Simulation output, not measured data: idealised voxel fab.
The following is a process module called voxel capacitor over wiring.
The width of the displayed cross-section, cut, is 295 nm; its cells are square, with a size of 5 nm.
Think of the cross-section as a grid of square cells. We describe it in bands, top to bottom, and each band covers one or more rows of those cells.
The entry gives the band's vertical extent as a top height and a bottom height in nm, then its horizontal make-up as materials from left to right, each with a width in nm. "blank" stands for empty space; a single material marked "full width" fills the band edge to edge.
Basically, 0 is our baseline, since under it the wafer straight out of the box is all one material. The bottom band has no lower end and keeps on going down, so it looks like "0..down".
So if you see something like "30->40" for the width, read it as the top row of the band sitting at the first number and the bottom row at the second, with every row in between moving by the same amount as the last.
A step reported as "remains unaltered" is a step in which no cell of the cross-section changed.
This entry, "Closed void listing", enumerates those empty regions of no fewer than 8 cells that possess no open connection to the top. Each region is reported in the form width x height at distance, the distance being taken from the left edge, with all three quantities expressed in nm.
after a step's settings: what the simulator itself notes on the step
"overlay nm", when on a step's line for a step with a mask, measures how far to the right of its planned place the mask lay; a negative measure means to the left.

-- Process steps (planned)
1. RECEIVE | material Si
2. CONFORMAL_DEP | material SiO2 | thk nm 15
3. DIRECTIONAL_DEP | material TiN | thk nm 5
4. DIRECTIONAL_DEP | material W | thk nm 25
5. MASKED_ETCH | tone cover | mask id METAL_1 | width nm 25 | pitch nm 90 | etch materials W | depth nm 25 | overlay nm 0
6. MASKED_ETCH | tone cover | mask id METAL_1 | width nm 25 | pitch nm 90 | etch materials TiN | depth nm 5 | overlay nm 0
7. FILL_DEP | material SiO2 | thk nm 5
8. CMP | height nm 45
9. CONFORMAL_DEP | material SiCN | thk nm 5
10. DIRECTIONAL_DEP | material SiO2 | thk nm 10
11. PATTERN | tone open | mask id PLUG_1 | material resist | width nm 15 | thk nm 15 | overlay nm 0
12. DIRECTIONAL_ETCH | etch materials SiO2 | depth nm 10
13. DIRECTIONAL_ETCH | etch materials SiCN | depth nm 5
14. STRIP | etch materials resist
15. EPI | material Ru | thk nm 10
16. EPI | material Ru | thk nm 5
17. DIRECTIONAL_DEP | material TiN | thk nm 5
18. DIRECTIONAL_DEP | material Al2O3 | thk nm 5
19. DIRECTIONAL_DEP | material TiN | thk nm 10
20. PATTERN | tone cover | mask id UPPER_PLATE | material resist | width nm 70 | thk nm 15 | overlay nm 0
21. DIRECTIONAL_ETCH | etch materials TiN | depth nm 10
22. DIRECTIONAL_ETCH | etch materials Al2O3 | depth nm 5
23. STRIP | etch materials resist
24. MASKED_ETCH | tone cover | mask id LOWER_PLATE | width nm 80 | etch materials TiN | depth nm 5 | overlay nm 0
25. FILL_DEP | material SiO2 | thk nm 20
26. CMP | height nm 95
27. PATTERN | tone open | mask id PLUG_2 | material resist | width nm 15 | thk nm 15 | overlay nm 0
28. DIRECTIONAL_ETCH | etch materials SiO2 | depth nm 15
29. STRIP | etch materials resist
30. CONFORMAL_DEP | material TiN | thk nm 5
31. FILL_DEP | material Cu | thk nm 10
32. CMP | height nm 95
33. CONFORMAL_DEP | material SiCN | thk nm 5

-- First of two wafers, with the run carried out as planned

-- Cross-sectional view of the wafer in its as-received condition, corresponding to the state after step 1
* 0..down = Si full width
* Closed void listing: none

-- Cross-section through the wafer, step 2 finished
* 15..0 = SiO2 full width
* Heights below 0 show no change.

-- Cross-section through the wafer, step 3 finished
* 20..15 = TiN full width
* Heights below 15 show no change.

-- Cross-section through the wafer, step 4 finished
* 45..20 = W full width
* Heights below 20 show no change.

-- Cross-section through the wafer, step 5 finished
* 45..20 = blank: 90 / W: 25 / blank: 65 / W: 25 / blank: 90
* Heights below 20 show no change.

-- Cross-section through the wafer, step 6 finished
* 45..20 = blank: 90 / W: 25 / blank: 65 / W: 25 / blank: 90
* 20..15 = blank: 90 / TiN: 25 / blank: 65 / TiN: 25 / blank: 90
* Heights below 15 show no change.

-- Cross-section through the wafer, step 7 finished
* 50..45 = SiO2 full width
* 45..20 = SiO2: 90 / W: 25 / SiO2: 65 / W: 25 / SiO2: 90
* 20..15 = SiO2: 90 / TiN: 25 / SiO2: 65 / TiN: 25 / SiO2: 90
* Heights below 15 show no change.

-- Cross-section through the wafer, step 8 finished
* 45..20 = SiO2: 90 / W: 25 / SiO2: 65 / W: 25 / SiO2: 90
* Heights below 20 show no change.

-- Cross-section through the wafer, step 9 finished
* 50..45 = SiCN full width
* Heights below 45 show no change.

-- Cross-section through the wafer, step 10 finished
* 60..50 = SiO2 full width
* Heights below 50 show no change.

-- Cross-section through the wafer, step 11 finished
* 75..60 = resist: 100 / blank: 15 / resist: 180
* Heights below 60 show no change.

-- Cross-section through the wafer, step 12 finished
* 75..60 = resist: 100 / blank: 15 / resist: 180
* 60..50 = SiO2: 100 / blank: 15 / SiO2: 180
* Heights below 50 show no change.

-- Cross-section through the wafer, step 13 finished
* 75..60 = resist: 100 / blank: 15 / resist: 180
* 60..50 = SiO2: 100 / blank: 15 / SiO2: 180
* 50..45 = SiCN: 100 / blank: 15 / SiCN: 180
* Heights below 45 show no change.

-- Cross-section through the wafer, step 14 finished
* 60..50 = SiO2: 100 / blank: 15 / SiO2: 180
* Heights below 50 show no change.

-- Cross-section through the wafer, step 15 finished
* 60..55 = SiO2: 100 / blank: 15 / SiO2: 180
* 55..50 = SiO2: 100 / Ru: 15 / SiO2: 180
* 50..45 = SiCN: 100 / Ru: 15 / SiCN: 180
* Heights below 45 show no change.

-- Cross-section through the wafer, step 16 finished
* 60..50 = SiO2: 100 / Ru: 15 / SiO2: 180
* Heights below 50 show no change.

-- Cross-section through the wafer, step 17 finished
* 65..60 = TiN full width
* Heights below 60 show no change.

-- Cross-section through the wafer, step 18 finished
* 70..65 = Al2O3 full width
* Heights below 65 show no change.

-- Cross-section through the wafer, step 19 finished
* 80..70 = TiN full width
* Heights below 70 show no change.

-- Cross-section through the wafer, step 20 finished
* 95..80 = blank: 100 / resist: 70 / blank: 125
* Heights below 80 show no change.

-- Cross-section through the wafer, step 21 finished
* 95..80 = blank: 100 / resist: 70 / blank: 125
* 80..70 = blank: 100 / TiN: 70 / blank: 125
* Heights below 70 show no change.

-- Cross-section through the wafer, step 22 finished
* 95..80 = blank: 100 / resist: 70 / blank: 125
* 80..70 = blank: 100 / TiN: 70 / blank: 125
* 70..65 = blank: 100 / Al2O3: 70 / blank: 125
* Heights below 65 show no change.

-- Cross-section through the wafer, step 23 finished
* 80..70 = blank: 100 / TiN: 70 / blank: 125
* Heights below 70 show no change.

-- Cross-section through the wafer, step 24 finished
* 80..70 = blank: 100 / TiN: 70 / blank: 125
* 70..65 = blank: 100 / Al2O3: 70 / blank: 125
* 65..60 = blank: 95 / TiN: 80 / blank: 120
* Heights below 60 show no change.

-- Cross-section through the wafer, step 25 finished
* 100..80 = SiO2 full width
* 80..70 = SiO2: 100 / TiN: 70 / SiO2: 125
* 70..65 = SiO2: 100 / Al2O3: 70 / SiO2: 125
* 65..60 = SiO2: 95 / TiN: 80 / SiO2: 120
* Heights below 60 show no change.

-- Cross-section through the wafer, step 26 finished
* 95..80 = SiO2 full width
* Heights below 80 show no change.

-- Cross-section through the wafer, step 27 finished
* 110..95 = resist: 110 / blank: 15 / resist: 170
* Heights below 95 show no change.

-- Cross-section through the wafer, step 28 finished
* 110..95 = resist: 110 / blank: 15 / resist: 170
* 95..80 = SiO2: 110 / blank: 15 / SiO2: 170
* Heights below 80 show no change.

-- Cross-section through the wafer, step 29 finished
* 95..80 = SiO2: 110 / blank: 15 / SiO2: 170
* Heights below 80 show no change.

-- Cross-section through the wafer, step 30 finished
* 100..95 = TiN: 115 / blank: 5 / TiN: 175
* 95..85 = SiO2: 110 / TiN: 5 / blank: 5 / TiN: 5 / SiO2: 170
* 85..80 = SiO2: 110 / TiN: 15 / SiO2: 170
* Heights below 80 show no change.

-- Cross-section through the wafer, step 31 finished
* 110..100 = Cu full width
* 100..95 = TiN: 115 / Cu: 5 / TiN: 175
* 95..85 = SiO2: 110 / TiN: 5 / Cu: 5 / TiN: 5 / SiO2: 170
* Heights below 85 show no change.

-- Cross-section through the wafer, step 32 finished
* 95..85 = SiO2: 110 / TiN: 5 / Cu: 5 / TiN: 5 / SiO2: 170
* Heights below 85 show no change.

-- Cross-section through the wafer, step 33 finished
* 100..95 = SiCN full width
* Heights below 95 show no change.

-- The Second Wafer: Common Origin and Plan, One Mistake in Execution, Identical to the First Through Step 15

-- Cross-section of the second wafer corresponding to the planned conclusion of step 16
* 65..60 = TiN: 100 / blank: 15 / TiN: 180
* 60..55 = SiO2: 100 / TiN: 15 / SiO2: 180
* Heights below 55 show no change.

-- Cross-section of the second wafer corresponding to the planned conclusion of step 17
* 70..65 = Ru: 105 / blank: 5 / Ru: 185
* 65..60 = TiN: 100 / Ru: 15 / TiN: 180
* Heights below 60 show no change.

-- Cross-section of the second wafer corresponding to the planned conclusion of step 18
* 75..70 = Al2O3: 105 / blank: 5 / Al2O3: 185
* 70..65 = Ru: 105 / Al2O3: 5 / Ru: 185
* Heights below 65 show no change.

-- Cross-section of the second wafer corresponding to the planned conclusion of step 19
* 85..80 = TiN: 105 / blank: 5 / TiN: 185
* 80..75 = TiN full width
* 75..70 = Al2O3: 105 / TiN: 5 / Al2O3: 185
* Heights below 70 show no change.

-- Cross-section of the second wafer corresponding to the planned conclusion of step 20
* 100..85 = blank: 100 / resist: 70 / blank: 125
* 85..80 = TiN: 105 / resist: 5 / TiN: 185
* Heights below 80 show no change.

-- Cross-section of the second wafer corresponding to the planned conclusion of step 21
* 100..85 = blank: 100 / resist: 70 / blank: 125
* 85..80 = blank: 100 / TiN: 5 / resist: 5 / TiN: 60 / blank: 125
* 80..75 = blank: 100 / TiN: 70 / blank: 125
* Heights below 75 show no change.

-- Cross-section of the second wafer corresponding to the planned conclusion of step 22
* 100..85 = blank: 100 / resist: 70 / blank: 125
* 85..80 = blank: 100 / TiN: 5 / resist: 5 / TiN: 60 / blank: 125
* 80..75 = blank: 100 / TiN: 70 / blank: 125
* 75..70 = blank: 100 / Al2O3: 5 / TiN: 5 / Al2O3: 60 / blank: 125
* Heights below 70 show no change.

-- Cross-section of the second wafer corresponding to the planned conclusion of step 23
* 85..80 = blank: 100 / TiN: 5 / blank: 5 / TiN: 60 / blank: 125
* Heights below 80 show no change.

Cross-section of the second wafer corresponding to the planned conclusion of step 24: remains unaltered

-- Cross-section of the second wafer corresponding to the planned conclusion of step 25
* 105..85 = SiO2 full width
* 85..80 = SiO2: 100 / TiN: 5 / SiO2: 5 / TiN: 60 / SiO2: 125
* 80..75 = SiO2: 100 / TiN: 70 / SiO2: 125
* 75..70 = SiO2: 100 / Al2O3: 5 / TiN: 5 / Al2O3: 60 / SiO2: 125
* Heights below 70 show no change.

-- Cross-section of the second wafer corresponding to the planned conclusion of step 26
* 95..85 = SiO2 full width
* Heights below 85 show no change.

-- Cross-section of the second wafer corresponding to the planned conclusion of step 27
* 110..95 = resist: 110 / blank: 15 / resist: 170
* Heights below 95 show no change.

-- Cross-section of the second wafer corresponding to the planned conclusion of step 28
* 110..95 = resist: 110 / blank: 15 / resist: 170
* 95..85 = SiO2: 110 / blank: 15 / SiO2: 170
* Heights below 85 show no change.

-- Cross-section of the second wafer corresponding to the planned conclusion of step 29
* 95..85 = SiO2: 110 / blank: 15 / SiO2: 170
* Heights below 85 show no change.

-- Cross-section of the second wafer corresponding to the planned conclusion of step 30
* 100..95 = TiN: 115 / blank: 5 / TiN: 175
* 95..90 = SiO2: 110 / TiN: 5 / blank: 5 / TiN: 5 / SiO2: 170
* 90..85 = SiO2: 110 / TiN: 15 / SiO2: 170
* Heights below 85 show no change.

-- Cross-section of the second wafer corresponding to the planned conclusion of step 31
* 110..100 = Cu full width
* 100..95 = TiN: 115 / Cu: 5 / TiN: 175
* 95..90 = SiO2: 110 / TiN: 5 / Cu: 5 / TiN: 5 / SiO2: 170
* Heights below 90 show no change.

-- Cross-section of the second wafer corresponding to the planned conclusion of step 32
* 95..90 = SiO2: 110 / TiN: 5 / Cu: 5 / TiN: 5 / SiO2: 170
* Heights below 90 show no change.

-- Cross-section of the second wafer corresponding to the planned conclusion of step 33
* 100..95 = SiCN full width
* Heights below 95 show no change.
Want to know what went wrong? steps 16 and 17 run out of order (swapped)
The closing comparison, in cells, has the second wafer with more or fewer of some materials than the first: -1 Cu | +58 Ru | -98 SiO2 | +41 TiN
